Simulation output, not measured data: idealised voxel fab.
Process module name: voxel gate over fins
cross-section cut | 145 nm wide | cells 5 nm
Cross-section, as written here: a square-cell grid given band by band from the top down, where a band holds one or more rows of cells.
Top height, bottom height, nm. Materials left to right, width each, nm. Single material + "full width" = fills band edge to edge. "air" = empty.
Heights are reckoned from 0. Under this level, the received wafer is all of one material. The bottommost band is open-ended downward, for example "0 down".
With a width like "30 to 40", each row of cells in the band differs from the next by the same amount, the top row carrying the first number and the bottom row the second.
"nothing got changed" after a step means that no cell of the cross-section changed.
So "Closed void list" is basically the list of trapped voids: any empty space of 8 cells or more that can't reach the top through an opening. They're written width x height at distance, the distance being from the left edge, and it's all nm.
Text after the settings on a step's line: the simulator's own remark on that step.
overlay nm: mask right of planned place by this much (step with mask). Neg. = left.

-- Intended process steps
1,RECEIVE,material Si
2,CONFORMAL_DEP,material SiN,thk nm 5
3,PATTERN,tone cover,mask id FINS,material resist,width nm 15,pitch nm 35,thk nm 20,overlay nm 0
4,DIRECTIONAL_ETCH,etch materials SiN,depth nm 5
5,DIRECTIONAL_ETCH,etch materials Si,depth nm 30
6,STRIP,etch materials resist
7,OXIDIZE,depth nm 5
8,FILL_DEP,material SiO2,thk nm 15
9,CMP,height nm 5
10,SELECTIVE_ETCH,etch materials SiO2,depth nm 15
11,STRIP,etch materials SiN
12,CONFORMAL_DEP,material HfO2,thk nm 5
13,CONFORMAL_DEP,material TiN,thk nm 5
14,FILL_DEP,material W,thk nm 15
15,CMP,height nm 20
16,CONFORMAL_DEP,material SiN,thk nm 5

-- The following pertains to the first of two wafers, which was processed as planned

-- Cross-section of the incoming wafer, state after step 1
- 0 down = Si full width
- Closed void list: none

-- Cross-section through the wafer, step 2 finished
- 5 to 0 = SiN full width
- Below 0, the layers are the same as they were.

-- Cross-section through the wafer, step 3 finished
- 25 to 5 = 30 of air | 15 of resist | 20 of air | 15 of resist | 20 of air | 15 of resist | 30 of air
- Below 5, the layers are the same as they were.

-- Cross-section through the wafer, step 4 finished
- 25 to 5 = 30 of air | 15 of resist | 20 of air | 15 of resist | 20 of air | 15 of resist | 30 of air
- 5 to 0 = 30 of air | 15 of SiN | 20 of air | 15 of SiN | 20 of air | 15 of SiN | 30 of air
- Below 0, the layers are the same as they were.

-- Cross-section through the wafer, step 5 finished
- 25 to 5 = 30 of air | 15 of resist | 20 of air | 15 of resist | 20 of air | 15 of resist | 30 of air
- 5 to 0 = 30 of air | 15 of SiN | 20 of air | 15 of SiN | 20 of air | 15 of SiN | 30 of air
- 0 to -30 = 30 of air | 15 of Si | 20 of air | 15 of Si | 20 of air | 15 of Si | 30 of air
- Below -30, the layers are the same as they were.

-- Cross-section through the wafer, step 6 finished
- 5 to 0 = 30 of air | 15 of SiN | 20 of air | 15 of SiN | 20 of air | 15 of SiN | 30 of air
- Below 0, the layers are the same as they were.

-- Cross-section through the wafer, step 7 finished
- 5 to 0 = 30 of air | 15 of SiN | 20 of air | 15 of SiN | 20 of air | 15 of SiN | 30 of air
- 0 to -30 = 30 of air | 5 of SiO2 | 5 of Si | 5 of SiO2 | 20 of air | 5 of SiO2 | 5 of Si | 5 of SiO2 | 20 of air | 5 of SiO2 | 5 of Si | 5 of SiO2 | 30 of air
- -30 to -35 = 35 of SiO2 | 5 of Si | 30 of SiO2 | 5 of Si | 30 of SiO2 | 5 of Si | 35 of SiO2
- Below -35, the layers are the same as they were.

-- Cross-section through the wafer, step 8 finished
- 20 to 5 = SiO2 full width
- 5 to 0 = 30 of SiO2 | 15 of SiN | 20 of SiO2 | 15 of SiN | 20 of SiO2 | 15 of SiN | 30 of SiO2
- 0 to -35 = 35 of SiO2 | 5 of Si | 30 of SiO2 | 5 of Si | 30 of SiO2 | 5 of Si | 35 of SiO2
- Below -35, the layers are the same as they were.

-- Cross-section through the wafer, step 9 finished
- 5 to 0 = 30 of SiO2 | 15 of SiN | 20 of SiO2 | 15 of SiN | 20 of SiO2 | 15 of SiN | 30 of SiO2
- Below 0, the layers are the same as they were.

-- Cross-section through the wafer, step 10 finished
- 5 to 0 = 30 of air | 15 of SiN | 20 of air | 15 of SiN | 20 of air | 15 of SiN | 30 of air
- 0 to -10 = 35 of air | 5 of Si | 30 of air | 5 of Si | 30 of air | 5 of Si | 35 of air
- Below -10, the layers are the same as they were.

-- Cross-section through the wafer, step 11 finished
- 0 to -10 = 35 of air | 5 of Si | 30 of air | 5 of Si | 30 of air | 5 of Si | 35 of air
- Below -10, the layers are the same as they were.

-- Cross-section through the wafer, step 12 finished
- 5 to 0 = 30 of air | 15 of HfO2 | 20 of air | 15 of HfO2 | 20 of air | 15 of HfO2 | 30 of air
- 0 to -5 = 30 of air | 5 of HfO2 | 5 of Si | 5 of HfO2 | 20 of air | 5 of HfO2 | 5 of Si | 5 of HfO2 | 20 of air | 5 of HfO2 | 5 of Si | 5 of HfO2 | 30 of air
- -5 to -10 = 35 of HfO2 | 5 of Si | 30 of HfO2 | 5 of Si | 30 of HfO2 | 5 of Si | 35 of HfO2
- Below -10, the layers are the same as they were.

-- Cross-section through the wafer, step 13 finished
- 10 to 5 = 25 of air | 25 of TiN | 10 of air | 25 of TiN | 10 of air | 25 of TiN | 25 of air
- 5 to 0 = 25 of air | 5 of TiN | 15 of HfO2 | 5 of TiN | 10 of air | 5 of TiN | 15 of HfO2 | 5 of TiN | 10 of air | 5 of TiN | 15 of HfO2 | 5 of TiN | 25 of air
- 0 to -5 = 30 of TiN | 5 of HfO2 | 5 of Si | 5 of HfO2 | 20 of TiN | 5 of HfO2 | 5 of Si | 5 of HfO2 | 20 of TiN | 5 of HfO2 | 5 of Si | 5 of HfO2 | 30 of TiN
- Below -5, the layers are the same as they were.

-- Cross-section through the wafer, step 14 finished
- 25 to 10 = W full width
- 10 to 5 = 25 of W | 25 of TiN | 10 of W | 25 of TiN | 10 of W | 25 of TiN | 25 of W
- 5 to 0 = 25 of W | 5 of TiN | 15 of HfO2 | 5 of TiN | 10 of W | 5 of TiN | 15 of HfO2 | 5 of TiN | 10 of W | 5 of TiN | 15 of HfO2 | 5 of TiN | 25 of W
- Below 0, the layers are the same as they were.

-- Cross-section through the wafer, step 15 finished
- 20 to 10 = W full width
- Below 10, the layers are the same as they were.

-- Cross-section through the wafer, step 16 finished
- 25 to 20 = SiN full width
- Below 20, the layers are the same as they were.

-- Notes, second wafer: start = first wafer's, plan = first wafer's, execution had one mistake; history identical to first through step 13

-- What the second wafer looks like in cross-section when step 14 should have wrapped up
- 25 to 10 = SiN full width
- 10 to 5 = 25 of SiN | 25 of TiN | 10 of SiN | 25 of TiN | 10 of SiN | 25 of TiN | 25 of SiN
- 5 to 0 = 25 of SiN | 5 of TiN | 15 of HfO2 | 5 of TiN | 10 of SiN | 5 of TiN | 15 of HfO2 | 5 of TiN | 10 of SiN | 5 of TiN | 15 of HfO2 | 5 of TiN | 25 of SiN
- Below 0, the layers are the same as they were.

-- What the second wafer looks like in cross-section when step 15 should have wrapped up
- 20 to 10 = SiN full width
- Below 10, the layers are the same as they were.

-- What the second wafer looks like in cross-section when step 16 should have wrapped up
- 25 to 10 = SiN full width
- Below 10, the layers are the same as they were.
Misprocessing identified: the process deviated at step 14: the operation and settings actually run there were FILL_DEP,material SiN,thk nm 15
Cell-count delta at end, second wafer over first, by material: SiN +86 | W -86
